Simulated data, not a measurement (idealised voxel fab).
The process module that follows is named voxel released beams.
Cross-section cut spans 240 nm and uses square cells 5 nm in size.
A cross-section is written here as square cells arranged in a grid, and it is given in bands from the top down, each band taking up one or more rows of cells.
For a band, the entry starts with two heights in nm, that of the top and then that of the bottom, and carries on with the band's materials in order from left to right, each alongside its width in nm; the word "edge to edge" beside a single material means it fills the band edge to edge, and "air" means empty space.
Heights from 0 (as-received wafer is one material below). Bottom band endless downward, as "top 0, no bottom".
Quick explanation for "30->40": the width changes in equal steps down the rows of cells, from the first number in the band's top row to the second number in its bottom row.
Any step labelled "remained unchanged" changed none of the cells in the cross-section.
"Fully enclosed voids" lists enclosed empty spaces (at least 8 cells, no open path upward to the top), each as width x height at distance from the left edge, in nm.
It should be noted that, on the line of a given step, the content following the step's settings is a remark produced by the simulator itself with respect to that step.
What "overlay nm" on a step's line means: if the step has a mask, that mask lay this far to the right of its planned place, or, when the value is negative, to the left.
# plan
step 1: RECEIVE,material Si
step 2: CONFORMAL_DEP,material Al2O3,thk nm 5
step 3: DIRECTIONAL_DEP,material SiO2,thk nm 20
step 4: DIRECTIONAL_DEP,material aC,thk nm 15
step 5: PATTERN,tone open,mask id ANCHOR,material resist,width nm 45,thk nm 35,overlay nm 0
step 6: DIRECTIONAL_ETCH,etch materials aC,depth nm 15
step 7: STRIP,etch materials resist
step 8: DIRECTIONAL_ETCH,etch materials SiO2,depth nm 20
step 9: STRIP,etch materials aC
step 10: CONFORMAL_DEP,material polySi,thk nm 15
step 11: MASKED_ETCH,tone cover,mask id BEAM,width nm 100,etch materials polySi,depth nm 15,overlay nm 0
step 12: STRIP,etch materials SiO2
# So this is the incoming wafer in cross-section - it's already been through step 1
* top 0, no bottom = Si edge to edge
* Fully enclosed voids: none
# Post-module cross-section of the first of two wafers (run per plan)
* top 40, bottom 25 = 65 air / 20 polySi / 15 air / 65 polySi / 75 air
* top 25, bottom 20 = 70 air / 15 polySi / 15 air / 15 polySi / 125 air
* top 20, bottom 5 = 70 air / 45 polySi / 125 air
* top 5, bottom 0 = Al2O3 edge to edge
* top 0, no bottom = Si edge to edge
* Fully enclosed voids: none
# Here is the second of the two wafers cut open at the end of the module - same start, same plan as the first one, but we made one mistake running it
* top 40, bottom 25 = 65 air / 100 polySi / 75 air
* top 25, bottom 20 = Al2O3 edge to edge
* top 20, bottom 0 = SiO2 edge to edge
* top 0, no bottom = Si edge to edge
* Fully enclosed voids: none
Error vs. plan: transposition of steps 2 and 3 relative to the planned sequence
FYI, end of process, the second wafer has more or fewer cells of some materials than the first: SiO2 +192, polySi -24
